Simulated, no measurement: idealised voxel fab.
Name of the process module below: voxel quadruple lines
The figure presents cross-section cut, which has a width of 295 nm and is divided into square cells with an edge length of 5 nm.
When this document writes out a cross-section, it uses a grid of square cells and lists it as bands, beginning at the top and moving down, with a band standing for one or more rows of cells.
Top height, bottom height, nm. Materials left to right, width each, nm. Single material + "throughout" = fills band edge to edge. "empty" = empty.
Heights are expressed relative to 0, this being the level below which the as-received wafer comprises one material exclusively. The lowest band is unbounded in the downward direction and is denoted as in "0 -> down".
A width given as "30 to 40" starts at the first number in the band's top row and ends at the second number in its bottom row, shifting by an equal amount at every step from row to row.
The cross-section has no changed cell in any step marked "no alteration".
Each empty space that has no open way to the top and spans at least 8 cells appears under "Closed internal cavities" as width x height at distance, the distance counted from the left edge, all in nm.
Text after the settings on a step's line: the simulator's own remark on that step.
The setting "overlay nm" may be written on the line of a step. When the step uses a mask, the value reports how far to the right of the planned place the mask lay, and a negative value reports that it lay to the left.
**Listed below are the process steps as planned**
| 1 | RECEIVE [material Si] |
| 2 | CONFORMAL_DEP [material Al2O3] [thk nm 5] |
| 3 | DIRECTIONAL_DEP [material TiN] [thk nm 15] |
| 4 | DIRECTIONAL_DEP [material polySi] [thk nm 20] |
| 5 | DIRECTIONAL_DEP [material aC] [thk nm 20] |
| 6 | PATTERN [tone cover] [mask id MANDREL] [material resist] [width nm 30] [thk nm 30] [overlay nm 0] |
| 7 | DIRECTIONAL_ETCH [etch materials aC] [depth nm 20] |
| 8 | STRIP [etch materials resist] |
| 9 | CONFORMAL_DEP [material SiO2] [thk nm 10] |
| 10 | DIRECTIONAL_ETCH [etch materials SiO2] [depth nm 10] |
| 11 | STRIP [etch materials aC] |
| 12 | DIRECTIONAL_ETCH [etch materials polySi] [depth nm 20] |
| 13 | STRIP [etch materials SiO2] |
| 14 | CONFORMAL_DEP [material SiCN] [thk nm 10] |
| 15 | DIRECTIONAL_ETCH [etch materials SiCN] [depth nm 10] |
| 16 | STRIP [etch materials polySi] |
| 17 | DIRECTIONAL_ETCH [etch materials TiN] [depth nm 15] |
| 18 | STRIP [etch materials SiCN] |
**Wafer cross-section on receipt, i.e. after step 1**
0 -> down = Si throughout
Closed internal cavities: none
**Below is the wafer in cross-section after the module was completed. It began from the starting point shown above and followed the plan shown above, except that one mistake was made while running it**
60 -> 55 = 130 empty; 30 aC; 135 empty
55 -> 50 = 120 empty; 10 TiN; 30 aC; 10 TiN; 125 empty
50 -> 40 = 110 empty; 20 TiN; 30 aC; 20 TiN; 115 empty
40 -> 20 = polySi throughout
20 -> 5 = TiN throughout
5 -> 0 = Al2O3 throughout
0 -> down = Si throughout
Closed internal cavities: none
In executing the process, a mistake was made relative to the plan: step 9 deviated from plan and actually ran as CONFORMAL_DEP [material TiN] [thk nm 10]
